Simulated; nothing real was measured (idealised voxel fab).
Process module name: voxel transistor to metal
For reference, the cross-section in this document is cut, with width 160 nm and square cells of 5 nm.
If you're reading a cross-section in this doc, picture square cells in a grid; it comes to you as bands, top ones listed first down to the bottom, and a band can be one or more rows of cells. Heights first: top, then bottom, in nm. Then materials, left to right, each with a width in nm. "throughout" on a single material: fills the band edge to edge. "air": empty space. Beneath 0, the wafer as received is one material, and that level is where height counting begins. The lowest band goes on downward without a bottom; it is written like "from 0 down". So if you see something like "30..40" for the width, read it as the top row of the band sitting at the first number and the bottom row at the second, with every row in between moving by the same amount as the last. "no modification" -> step changed no cross-section cell. Voids not open to the top, 8 cells minimum: see "Sealed void inventory". Written width x height at distance; distance is from the left edge; nm. The remark found on a step's line after its settings is issued by the simulator itself and pertains to that step. On any step carrying a mask, the "overlay nm" setting, if present on the step's line, tells how far right of its planned place the mask lay; negative values point to the left.

### Steps in the process plan
1) op RECEIVE | material Si
2) op OXIDIZE | depth nm 5
3) op CONFORMAL_DEP | material SiN | thk nm 10
4) op MASKED_ETCH | tone cover | mask id ACTIVE | width nm 100 | etch materials SiN | depth nm 10 | overlay nm 0
5) op MASKED_ETCH | tone cover | mask id ACTIVE | width nm 100 | etch materials SiO2 | depth nm 5 | overlay nm 0
6) op MASKED_ETCH | tone cover | mask id ACTIVE | width nm 100 | etch materials Si | depth nm 25 | overlay nm 0
7) op OXIDIZE | depth nm 5
8) op FILL_DEP | material SiO2 | thk nm 15
9) op CMP | height nm 10
10) op SELECTIVE_ETCH | etch materials SiO2 | depth nm 5
11) op STRIP | etch materials SiN
12) op SELECTIVE_ETCH | etch materials SiO2 | depth nm 5
13) op OXIDIZE | depth nm 5
14) op DIRECTIONAL_DEP | material polySi | thk nm 30
15) op DIRECTIONAL_DEP | material SiCN | thk nm 10
16) op MASKED_ETCH | tone cover | mask id GATE | width nm 20 | etch materials SiCN | depth nm 20 | overlay nm 0
17) op MASKED_ETCH | tone cover | mask id GATE | width nm 20 | etch materials polySi | depth nm 40 | overlay nm 0
18) op CONFORMAL_DEP | material SiN | thk nm 5
19) op DIRECTIONAL_ETCH | etch materials SiN | depth nm 5
20) op DIRECTIONAL_ETCH | etch materials SiO2 | depth nm 5
21) op EPI | material pSi | thk nm 5
22) op FILL_DEP | material SiO2 | thk nm 10
23) op CMP | height nm 35
24) op DIRECTIONAL_DEP | material SiO2 | thk nm 15
25) op MASKED_ETCH | tone open | mask id CONTACT | width nm 15 | pitch nm 75 | etch materials SiO2 | depth nm 55 | overlay nm 0
26) op CONFORMAL_DEP | material TiN | thk nm 5
27) op FILL_DEP | material Ru | thk nm 5
28) op CMP | height nm 50
29) op CONFORMAL_DEP | material SiCN | thk nm 5
30) op DIRECTIONAL_DEP | material SiO2 | thk nm 25
31) op PATTERN | tone open | mask id METAL_1 | material resist | width nm 15 | pitch nm 75 | thk nm 15 | overlay nm 0
32) op DIRECTIONAL_ETCH | etch materials SiO2 | depth nm 25
33) op DIRECTIONAL_ETCH | etch materials SiCN | depth nm 5
34) op STRIP | etch materials resist
35) op CONFORMAL_DEP | material TiN | thk nm 5
36) op FILL_DEP | material Ru | thk nm 5
37) op CMP | height nm 80
38) op EPI | material Ru | thk nm 5
39) op FILL_DEP | material SiCN | thk nm 5

### Cross-section of the wafer at receipt, which is the condition after step 1
* from 0 down | Si throughout
* Sealed void inventory: none

### Wafer cross-section at module end: first of two, run to plan
* from 90 to 85 | SiCN throughout
* from 85 to 80 | SiCN=30; Ru=25; SiCN=50; Ru=25; SiCN=30
* from 80 to 55 | SiO2=35; TiN=5; Ru=5; TiN=5; SiO2=60; TiN=5; Ru=5; TiN=5; SiO2=35
* from 55 to 50 | SiCN=35; TiN=15; SiCN=60; TiN=15; SiCN=35
* from 50 to 35 | SiO2=35; TiN=5; Ru=5; TiN=5; SiO2=60; TiN=5; Ru=5; TiN=5; SiO2=35
* from 35 to 25 | SiO2=35; TiN=5; Ru=5; TiN=5; SiO2=15; SiN=5; SiCN=20; SiN=5; SiO2=15; TiN=5; Ru=5; TiN=5; SiO2=35
* from 25 to 0 | SiO2=35; TiN=5; Ru=5; TiN=5; SiO2=15; SiN=5; polySi=20; SiN=5; SiO2=15; TiN=5; Ru=5; TiN=5; SiO2=35
* from 0 to -5 | SiO2=25; SiN=5; SiO2=5; TiN=15; SiO2=15; SiN=5; polySi=20; SiN=5; SiO2=15; TiN=15; SiO2=5; SiN=5; SiO2=25
* from -5 to -10 | SiO2=30; pSi=35; SiO2=30; pSi=35; SiO2=30
* from -10 to -35 | SiO2=35; Si=90; SiO2=35
* from -35 down | Si throughout
* Sealed void inventory: none

### Second wafer of the two, sectioned at the end of the module. It began like the first and followed the same plan, but one mistake was made while running it
* from 90 to 85 | SiCN throughout
* from 85 to 80 | SiCN=30; Ru=25; SiCN=50; Ru=25; SiCN=30
* from 80 to 75 | SiCN=35; TiN=15; SiCN=60; TiN=15; SiCN=35
* from 75 to 50 | SiO2 throughout
* from 50 to 35 | SiO2=35; TiN=5; Ru=5; TiN=5; SiO2=60; TiN=5; Ru=5; TiN=5; SiO2=35
* from 35 to 25 | SiO2=35; TiN=5; Ru=5; TiN=5; SiO2=15; SiN=5; SiCN=20; SiN=5; SiO2=15; TiN=5; Ru=5; TiN=5; SiO2=35
* from 25 to 0 | SiO2=35; TiN=5; Ru=5; TiN=5; SiO2=15; SiN=5; polySi=20; SiN=5; SiO2=15; TiN=5; Ru=5; TiN=5; SiO2=35
* from 0 to -5 | SiO2=25; SiN=5; SiO2=5; TiN=15; SiO2=15; SiN=5; polySi=20; SiN=5; SiO2=15; TiN=15; SiO2=5; SiN=5; SiO2=25
* from -5 to -10 | SiO2=30; pSi=35; SiO2=30; pSi=35; SiO2=30
* from -10 to -35 | SiO2=35; Si=90; SiO2=35
* from -35 down | Si throughout
* Sealed void inventory: none
Nonconformance to the process plan: the intended sequence of steps 29 and 30 was reversed during processing, with each occupying the position of the other
Cell-count delta at end, second wafer over first, by material: Ru: 10 fewer; SiO2: 30 more; TiN: 20 fewer
